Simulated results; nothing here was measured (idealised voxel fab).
Process module in this document: voxel gate over fins
Square cell edge 5 nm, section width 250 nm, ID cut.
For the purposes of this document, a cross-section shall be understood as a grid of square cells, specified as bands listed in top-to-bottom order, each band consisting of one or more rows of cells.
It is stipulated that each band's entry specify, in nanometres, the height of the top of the band and then that of its bottom, followed by the materials of the band in left-to-right sequence, each together with its width in nanometres. A single material marked by the word "everywhere" is understood to fill the band from edge to edge; the word "blank" is understood to denote empty space.
Where do heights start? At 0: under that level the wafer as delivered is made of one material only. And the lowest band has no floor; it just carries on downward, as in "0..down".
Width spec "30 to 40" -> top row of cells at first value, bottom row at second value, equal per-row change in between.
It should be understood that the words "remains unaltered", when stated for a given step, signify that the cross-section underwent no change in any of its cells during that step.
The entry titled "Enclosed void list" provides the empty spaces that have no open way to the top, restricted to those of 8 cells or more. Each is presented as width x height at distance, the distance being measured from the left edge, with all three in nm.
Post-settings text on a step line: simulator's own remark regarding the step.
Among the settings permitted on a step's line is "overlay nm"; applied to a step with a mask, it specifies the extent to which the mask lay to the right of its planned position, whereas a negative figure signifies a position to the left.
# Steps planned for the process
| 1 | RECEIVE (material Si) |
| 2 | CONFORMAL_DEP (material SiN; thk nm 10) |
| 3 | DIRECTIONAL_DEP (material aC; thk nm 15) |
| 4 | PATTERN (tone cover; mask id FINS; material resist; width nm 15; pitch nm 35; thk nm 30; overlay nm 0) |
| 5 | DIRECTIONAL_ETCH (etch materials aC; depth nm 15) |
| 6 | STRIP (etch materials resist) |
| 7 | DIRECTIONAL_ETCH (etch materials SiN; depth nm 10) |
| 8 | DIRECTIONAL_ETCH (etch materials Si; depth nm 40) |
| 9 | STRIP (etch materials aC) |
| 10 | FILL_DEP (material SiO2; thk nm 15) |
| 11 | CMP (height nm 10) |
| 12 | SELECTIVE_ETCH (etch materials SiO2; depth nm 25) |
| 13 | STRIP (etch materials SiN) |
| 14 | CONFORMAL_DEP (material HfO2; thk nm 5) |
| 15 | CONFORMAL_DEP (material TiN; thk nm 5) |
| 16 | CONFORMAL_DEP (material TiAl; thk nm 5) |
| 17 | CONFORMAL_DEP (material TiN; thk nm 5) |
| 18 | FILL_DEP (material W; thk nm 15) |
| 19 | CMP (height nm 30) |
| 20 | CONFORMAL_DEP (material SiN; thk nm 5) |
# Run as planned: first of two wafers
# Cross-section, incoming material, after step 1
* 0..down: Si everywhere
* Enclosed void list: none
# Step 2 complete: cross-section through the wafer
* 10..0: SiN everywhere
* Unchanged below 0.
# Step 3 complete: cross-section through the wafer
* 25..10: aC everywhere
* Unchanged below 10.
# Step 4 complete: cross-section through the wafer
* 55..25: blank 100  resist 15  blank 20  resist 15  blank 100
* Unchanged below 25.
# Step 5 complete: cross-section through the wafer
* 40..25: blank 100  resist 15  blank 20  resist 15  blank 100
* 25..10: blank 100  aC 15  blank 20  aC 15  blank 100
* Unchanged below 10.
# Step 6 complete: cross-section through the wafer
* 25..10: blank 100  aC 15  blank 20  aC 15  blank 100
* Unchanged below 10.
# Step 7 complete: cross-section through the wafer
* 25..10: blank 100  aC 15  blank 20  aC 15  blank 100
* 10..0: blank 100  SiN 15  blank 20  SiN 15  blank 100
* Unchanged below 0.
# Step 8 complete: cross-section through the wafer
* 25..10: blank 100  aC 15  blank 20  aC 15  blank 100
* 10..0: blank 100  SiN 15  blank 20  SiN 15  blank 100
* 0..-40: blank 100  Si 15  blank 20  Si 15  blank 100
* Unchanged below -40.
# Step 9 complete: cross-section through the wafer
* 10..0: blank 100  SiN 15  blank 20  SiN 15  blank 100
* Unchanged below 0.
# Step 10 complete: cross-section through the wafer
* 25..10: SiO2 everywhere
* 10..0: SiO2 100  SiN 15  SiO2 20  SiN 15  SiO2 100
* 0..-40: SiO2 100  Si 15  SiO2 20  Si 15  SiO2 100
* Unchanged below -40.
# Step 11 complete: cross-section through the wafer
* 10..0: SiO2 100  SiN 15  SiO2 20  SiN 15  SiO2 100
* Unchanged below 0.
# Step 12 complete: cross-section through the wafer
* 10..0: blank 100  SiN 15  blank 20  SiN 15  blank 100
* 0..-15: blank 100  Si 15  blank 20  Si 15  blank 100
* Unchanged below -15.
# Step 13 complete: cross-section through the wafer
* 0..-15: blank 100  Si 15  blank 20  Si 15  blank 100
* Unchanged below -15.
# Step 14 complete: cross-section through the wafer
* 5..0: blank 95  HfO2 25  blank 10  HfO2 25  blank 95
* 0..-10: blank 95  HfO2 5  Si 15  HfO2 5  blank 10  HfO2 5  Si 15  HfO2 5  blank 95
* -10..-15: HfO2 100  Si 15  HfO2 20  Si 15  HfO2 100
* Unchanged below -15.
# Step 15 complete: cross-section through the wafer
* 10..5: blank 90  TiN 70  blank 90
* 5..0: blank 90  TiN 5  HfO2 25  TiN 10  HfO2 25  TiN 5  blank 90
* 0..-5: blank 90  TiN 5  HfO2 5  Si 15  HfO2 5  TiN 10  HfO2 5  Si 15  HfO2 5  TiN 5  blank 90
* -5..-10: TiN 95  HfO2 5  Si 15  HfO2 5  TiN 10  HfO2 5  Si 15  HfO2 5  TiN 95
* Unchanged below -10.
# Step 16 complete: cross-section through the wafer
* 15..10: blank 85  TiAl 80  blank 85
* 10..5: blank 85  TiAl 5  TiN 70  TiAl 5  blank 85
* 5..0: blank 85  TiAl 5  TiN 5  HfO2 25  TiN 10  HfO2 25  TiN 5  TiAl 5  blank 85
* 0..-5: TiAl 90  TiN 5  HfO2 5  Si 15  HfO2 5  TiN 10  HfO2 5  Si 15  HfO2 5  TiN 5  TiAl 90
* Unchanged below -5.
# Step 17 complete: cross-section through the wafer
* 20..15: blank 80  TiN 90  blank 80
* 15..10: blank 80  TiN 5  TiAl 80  TiN 5  blank 80
* 10..5: blank 80  TiN 5  TiAl 5  TiN 70  TiAl 5  TiN 5  blank 80
* 5..0: TiN 85  TiAl 5  TiN 5  HfO2 25  TiN 10  HfO2 25  TiN 5  TiAl 5  TiN 85
* Unchanged below 0.
# Step 18 complete: cross-section through the wafer
* 35..20: W everywhere
* 20..15: W 80  TiN 90  W 80
* 15..10: W 80  TiN 5  TiAl 80  TiN 5  W 80
* 10..5: W 80  TiN 5  TiAl 5  TiN 70  TiAl 5  TiN 5  W 80
* Unchanged below 5.
# Step 19 complete: cross-section through the wafer
* 30..20: W everywhere
* Unchanged below 20.
# Step 20 complete: cross-section through the wafer
* 35..30: SiN everywhere
* Unchanged below 30.
# Wafer two of the pair: same origin, same plan, one error during the run; identical to wafer one up to and including step 11
# Second wafer, sectioned view, at step 12's planned end time
* 10..0: SiO2 100  blank 15  SiO2 20  blank 15  SiO2 100
* Unchanged below 0.
# Second wafer, sectioned view, at step 13's planned end time
* 0..-15: blank 100  Si 15  blank 20  Si 15  blank 100
* -15..-25: SiO2 75  blank 25  Si 15  blank 20  Si 15  blank 25  SiO2 75
* Unchanged below -25.
# Second wafer, sectioned view, at step 14's planned end time
* 5..0: blank 95  HfO2 25  blank 10  HfO2 25  blank 95
* 0..-10: blank 95  HfO2 5  Si 15  HfO2 5  blank 10  HfO2 5  Si 15  HfO2 5  blank 95
* -10..-15: HfO2 80  blank 15  HfO2 5  Si 15  HfO2 5  blank 10  HfO2 5  Si 15  HfO2 5  blank 15  HfO2 80
* -15..-20: SiO2 75  HfO2 5  blank 15  HfO2 5  Si 15  HfO2 5  blank 10  HfO2 5  Si 15  HfO2 5  blank 15  HfO2 5  SiO2 75
* -20..-25: SiO2 75  HfO2 25  Si 15  HfO2 20  Si 15  HfO2 25  SiO2 75
* Unchanged below -25.
# Second wafer, sectioned view, at step 15's planned end time
* 10..5: blank 90  TiN 70  blank 90
* 5..0: blank 90  TiN 5  HfO2 25  TiN 10  HfO2 25  TiN 5  blank 90
* 0..-5: blank 90  TiN 5  HfO2 5  Si 15  HfO2 5  TiN 10  HfO2 5  Si 15  HfO2 5  TiN 5  blank 90
* -5..-10: TiN 85  blank 5  TiN 5  HfO2 5  Si 15  HfO2 5  TiN 10  HfO2 5  Si 15  HfO2 5  TiN 5  blank 5  TiN 85
* -10..-15: HfO2 80  TiN 5  blank 5  TiN 5  HfO2 5  Si 15  HfO2 5  TiN 10  HfO2 5  Si 15  HfO2 5  TiN 5  blank 5  TiN 5  HfO2 80
* -15..-20: SiO2 75  HfO2 5  TiN 15  HfO2 5  Si 15  HfO2 5  TiN 10  HfO2 5  Si 15  HfO2 5  TiN 15  HfO2 5  SiO2 75
* Unchanged below -20.
# Second wafer, sectioned view, at step 16's planned end time
* 15..10: blank 85  TiAl 80  blank 85
* 10..5: blank 85  TiAl 5  TiN 70  TiAl 5  blank 85
* 5..0: blank 85  TiAl 5  TiN 5  HfO2 25  TiN 10  HfO2 25  TiN 5  TiAl 5  blank 85
* 0..-5: TiAl 90  TiN 5  HfO2 5  Si 15  HfO2 5  TiN 10  HfO2 5  Si 15  HfO2 5  TiN 5  TiAl 90
* -5..-10: TiN 85  TiAl 5  TiN 5  HfO2 5  Si 15  HfO2 5  TiN 10  HfO2 5  Si 15  HfO2 5  TiN 5  TiAl 5  TiN 85
* -10..-15: HfO2 80  TiN 5  TiAl 5  TiN 5  HfO2 5  Si 15  HfO2 5  TiN 10  HfO2 5  Si 15  HfO2 5  TiN 5  TiAl 5  TiN 5  HfO2 80
* Unchanged below -15.
# Second wafer, sectioned view, at step 17's planned end time
* 20..15: blank 80  TiN 90  blank 80
* 15..10: blank 80  TiN 5  TiAl 80  TiN 5  blank 80
* 10..5: blank 80  TiN 5  TiAl 5  TiN 70  TiAl 5  TiN 5  blank 80
* 5..0: TiN 85  TiAl 5  TiN 5  HfO2 25  TiN 10  HfO2 25  TiN 5  TiAl 5  TiN 85
* Unchanged below 0.
# Second wafer, sectioned view, at step 18's planned end time
* 35..20: W everywhere
* 20..15: W 80  TiN 90  W 80
* 15..10: W 80  TiN 5  TiAl 80  TiN 5  W 80
* 10..5: W 80  TiN 5  TiAl 5  TiN 70  TiAl 5  TiN 5  W 80
* Unchanged below 5.
# Second wafer, sectioned view, at step 19's planned end time
* 30..20: W everywhere
* Unchanged below 20.
# Second wafer, sectioned view, at step 20's planned end time
* 35..30: SiN everywhere
* Unchanged below 30.
Diagnosis: the processing plan was not followed for steps 12 and 13, which were run with their positions exchanged
Final difference in cells, second wafer against first, listed per material as more or fewer: HfO2 +12, SiO2 -28, TiAl +4, TiN +12
